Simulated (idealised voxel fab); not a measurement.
process module | voxel capacitor over wiring
cross-section cut | 265 nm wide | cells 5 nm
A cross-section is a grid of square cells, given in bands from the top down. A band is one or more rows of cells.
Each band's line starts with the height of the band's top and of its bottom, in nm. Then come its materials from left to right, each with its width in nm. One material with "throughout" fills the band from edge to edge. "air" is empty space.
Height 0 is the level under which the wafer as received is all one material. The lowest band goes on downwards, as in "0 down".
A width such as "30 to 40" changes by the same amount from each row of cells to the next, from the band's top row to its bottom row.
"no change" after a step means that no cell of the cross-section changed.
closed voids: empty space of 8 cells or more with no open way to the top, each as width x height at its distance from the left edge, in nm
after a step's settings: what the simulator itself notes on the step
overlay nm, on a step with a mask: how far to the right of its planned place the mask lay; to the left if negative
plan
1 op RECEIVE | material Si
2 op CONFORMAL_DEP | material SiO2 | thk nm 15
3 op CONFORMAL_DEP | material SiN | thk nm 5
4 op DIRECTIONAL_DEP | material lowk | thk nm 25
5 op PATTERN | tone open | mask id METAL_1 | material resist | width nm 30 | pitch nm 85 | thk nm 15 | overlay nm 0
6 op DIRECTIONAL_ETCH | etch materials lowk | depth nm 25
7 op DIRECTIONAL_ETCH | etch materials SiN | depth nm 5
8 op STRIP | etch materials resist
9 op CONFORMAL_DEP | material TiN | thk nm 5
10 op FILL_DEP | material W | thk nm 10
11 op CMP | height nm 45
12 op EPI | material Ru | thk nm 5
13 op FILL_DEP | material SiCN | thk nm 5
14 op DIRECTIONAL_DEP | material lowk | thk nm 20
15 op MASKED_ETCH | tone open | mask id PLUG_1 | width nm 15 | etch materials lowk | depth nm 20 | overlay nm 0
16 op MASKED_ETCH | tone open | mask id PLUG_1 | width nm 15 | etch materials SiCN | depth nm 5 | overlay nm 0
17 op CONFORMAL_DEP | material TiN | thk nm 5
18 op FILL_DEP | material Cu | thk nm 5
19 op CMP | height nm 75
20 op DIRECTIONAL_DEP | material TiN | thk nm 10
21 op DIRECTIONAL_DEP | material HfO2 | thk nm 5
22 op DIRECTIONAL_DEP | material TiN | thk nm 5
23 op DIRECTIONAL_DEP | material aC | thk nm 15
24 op PATTERN | tone cover | mask id UPPER_PLATE | material resist | width nm 60 | thk nm 35 | overlay nm 0
25 op DIRECTIONAL_ETCH | etch materials aC | depth nm 15
26 op STRIP | etch materials resist
27 op DIRECTIONAL_ETCH | etch materials TiN | depth nm 5
28 op DIRECTIONAL_ETCH | etch materials HfO2 | depth nm 5
29 op STRIP | etch materials aC
30 op MASKED_ETCH | tone cover | mask id LOWER_PLATE | width nm 70 | etch materials TiN | depth nm 10 | overlay nm 0
31 op FILL_DEP | material SiO2 | thk nm 15
32 op CMP | height nm 105
33 op PATTERN | tone open | mask id PLUG_2 | material resist | width nm 15 | thk nm 15 | overlay nm 0
34 op DIRECTIONAL_ETCH | etch materials SiO2 | depth nm 10
35 op STRIP | etch materials resist
36 op CONFORMAL_DEP | material TiN | thk nm 5
37 op FILL_DEP | material Ru | thk nm 5
38 op CMP | height nm 105
39 op CONFORMAL_DEP | material SiCN | thk nm 5
as received, after step 1
  0 down: Si throughout
  closed voids: none
a wafer at the end: this start, this plan, one mistake
  110 to 105: SiCN throughout
  105 to 100: SiO2 100 | TiN 5 | Ru 5 | TiN 5 | SiO2 150
  100 to 90: SiO2 100 to 90 | TiN 15 to 60 | SiO2 150 to 115
  90 to 85: SiO2 90 | HfO2 60 | SiO2 115
  85 to 75: SiO2 85 | TiN 70 | SiO2 110
  75 to 55: lowk 90 | TiN 5 | Cu 5 | TiN 5 | lowk 160
  55 to 50: SiCN 90 | TiN 15 | SiCN 160
  50 to 45: SiCN 70 | Ru 40 | SiCN 45 | Ru 40 | SiCN 70
  45 to 35: lowk 75 | TiN 5 | W 20 | TiN 5 | lowk 55 | TiN 5 | W 20 | TiN 5 | lowk 75
  35 to 30: SiN 75 | TiN 30 | SiN 55 | TiN 30 | SiN 75
  30 to 0: SiO2 throughout
  0 down: Si throughout
  closed voids: none
what went wrong: step 2 was run twice
